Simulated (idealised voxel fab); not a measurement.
Process module in this document: voxel quadruple lines
Cross-sectional view cut (width: 300 nm; square cell size: 5 nm).
Cross-section = grid of square cells, listed top down in bands; band = one or more rows.
Heights first: top, then bottom, in nm. Then materials, left to right, each with a width in nm. "all across" on a single material: fills the band edge to edge. "empty": empty space.
Heights are expressed relative to 0, this being the level below which the as-received wafer comprises one material exclusively. The lowest band is unbounded in the downward direction and is denoted as in "0 down".
Think of "30..40" as a width that walks from the first number to the second as you go down the band, top row to bottom row, taking equal-sized steps from row to row.
Key: "changes: none" - step with no changed cell in the cross-section.
"Sealed-off cavities" enumerates empty spaces isolated from the top, with no open way to it, that contain at least 8 cells, giving each as width x height at distance from the left edge, all three in nm.
Step line, after settings: the simulator's comment on this step.
The line of a step may include "overlay nm". On a step with a mask, this value is how far to the right of its planned place the mask lay. A negative value means the mask lay to the left.
Intended process steps:
1) RECEIVE [material Si]
2) CONFORMAL_DEP [material Al2O3] [thk nm 5]
3) DIRECTIONAL_DEP [material W] [thk nm 10]
4) DIRECTIONAL_DEP [material polySi] [thk nm 15]
5) DIRECTIONAL_DEP [material aC] [thk nm 25]
6) PATTERN [tone cover] [mask id MANDREL] [material resist] [width nm 30] [pitch nm 80] [thk nm 30] [overlay nm 0]
7) DIRECTIONAL_ETCH [etch materials aC] [depth nm 25]
8) STRIP [etch materials resist]
9) CONFORMAL_DEP [material SiO2] [thk nm 10]
10) DIRECTIONAL_ETCH [etch materials SiO2] [depth nm 10]
11) STRIP [etch materials aC]
12) DIRECTIONAL_ETCH [etch materials polySi] [depth nm 15]
13) STRIP [etch materials SiO2]
14) CONFORMAL_DEP [material SiN] [thk nm 10]
15) DIRECTIONAL_ETCH [etch materials SiN] [depth nm 10]
16) STRIP [etch materials polySi]
17) DIRECTIONAL_ETCH [etch materials W] [depth nm 10]
18) STRIP [etch materials SiN]
Cross-section of the wafer as it came to us, i.e., already through step 1:
  0 down | Si all across
  Sealed-off cavities: none
End-of-module cross-section of the first of two wafers, processed as planned:
  15 to 5 | empty (75) | W (10) | empty (10) | W (10) | empty (10) | W (10) | empty (10) | W (10) | empty (10) | W (10) | empty (10) | W (10) | empty (10) | W (10) | empty (10) | W (10) | empty (75)
  5 to 0 | Al2O3 all across
  0 down | Si all across
  Sealed-off cavities: none
Second of two wafers, module complete, sectioned: it shares the first wafer's start and plan but was run with one mistake:
  15 to 5 | empty (85) | W (10) | empty (10) | W (10) | empty (10) | W (10) | empty (30) | W (10) | empty (10) | W (10) | empty (10) | W (10) | empty (85)
  5 to 0 | Al2O3 all across
  0 down | Si all across
  Sealed-off cavities: none
Heads up, the wafer didn't run the way we planned it: step 6 went in with a setting other than planned; the actual run was PATTERN [tone open] [mask id MANDREL] [material resist] [width nm 30] [pitch nm 80] [thk nm 30] [overlay nm 0]
Final wafer comparison in cells, second versus first, more or fewer per material: W -8
